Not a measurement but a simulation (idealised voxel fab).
process module | voxel self aligned contacts
cross-section cut | 215 nm wide | cells 5 nm
A cross-section is a grid of square cells, given in bands from the top down. A band is one or more rows of cells.
Each band's line starts with the height of the band's top and of its bottom, in nm. Then come its materials from left to right, each with its width in nm. One material with "throughout" fills the band from edge to edge. "air" is empty space.
Height 0 is the level under which the wafer as received is all one material. The lowest band goes on downwards, as in "0 down".
A width such as "30 to 40" changes by the same amount from each row of cells to the next, from the band's top row to its bottom row.
"no change" after a step means that no cell of the cross-section changed.
closed voids: empty space of 8 cells or more with no open way to the top, each as width x height at its distance from the left edge, in nm
after a step's settings: what the simulator itself notes on the step
overlay nm, on a step with a mask: how far to the right of its planned place the mask lay; to the left if negative
plan
1 op RECEIVE | material Si
2 op OXIDIZE | depth nm 5
3 op DIRECTIONAL_DEP | material polySi | thk nm 25
4 op DIRECTIONAL_DEP | material SiN | thk nm 20
5 op DIRECTIONAL_DEP | material aC | thk nm 10
6 op PATTERN | tone cover | mask id GATE | material resist | width nm 25 | pitch nm 50 | thk nm 30 | overlay nm 0
7 op DIRECTIONAL_ETCH | etch materials aC | depth nm 10
8 op STRIP | etch materials resist
9 op DIRECTIONAL_ETCH | etch materials SiN | depth nm 20
10 op DIRECTIONAL_ETCH | etch materials polySi | depth nm 25
11 op STRIP | etch materials aC
12 op CONFORMAL_DEP | material SiN | thk nm 5
13 op DIRECTIONAL_ETCH | etch materials SiN | depth nm 5
14 op FILL_DEP | material SiO2 | thk nm 10
15 op CMP | height nm 50
16 op MASKED_ETCH | tone open | mask id CONTACT | width nm 35 | etch materials SiO2 | depth nm 55 | overlay nm 0
17 op CONFORMAL_DEP | material TiN | thk nm 5
18 op FILL_DEP | material Ru | thk nm 5
19 op CMP | height nm 50
20 op CONFORMAL_DEP | material SiN | thk nm 5
as received, after step 1
  0 down: Si throughout
  closed voids: none
first wafer at the end, as planned
  55 to 50: SiN throughout
  50 to 45: SiO2 90 | TiN 15 | Ru 5 | TiN 15 | SiO2 90
  45 to 25: SiO2 65 | SiN 35 | TiN 5 | Ru 5 | TiN 5 | SiN 35 | SiO2 65
  25 to 0: SiO2 65 | SiN 5 | polySi 25 | SiN 5 | TiN 5 | Ru 5 | TiN 5 | SiN 5 | polySi 25 | SiN 5 | SiO2 65
  0 to -5: SiO2 100 | TiN 15 | SiO2 100
  -5 down: Si throughout
  closed voids: none
second wafer at the end: like start, like plan, one mistake
  55 to 50: SiN throughout
  50 to 45: SiO2 65 | SiN 35 | TiN 15 | SiN 35 | SiO2 65
  45 to 25: SiN throughout
  25 to 0: polySi throughout
  0 to -5: SiO2 throughout
  -5 down: Si throughout
  closed voids: none
what went wrong: step 4 was run twice
at the end the second wafer has, in cells: 10 fewer of Ru | 110 more of SiN | 241 fewer of SiO2 | 24 fewer of TiN | 165 more of polySi
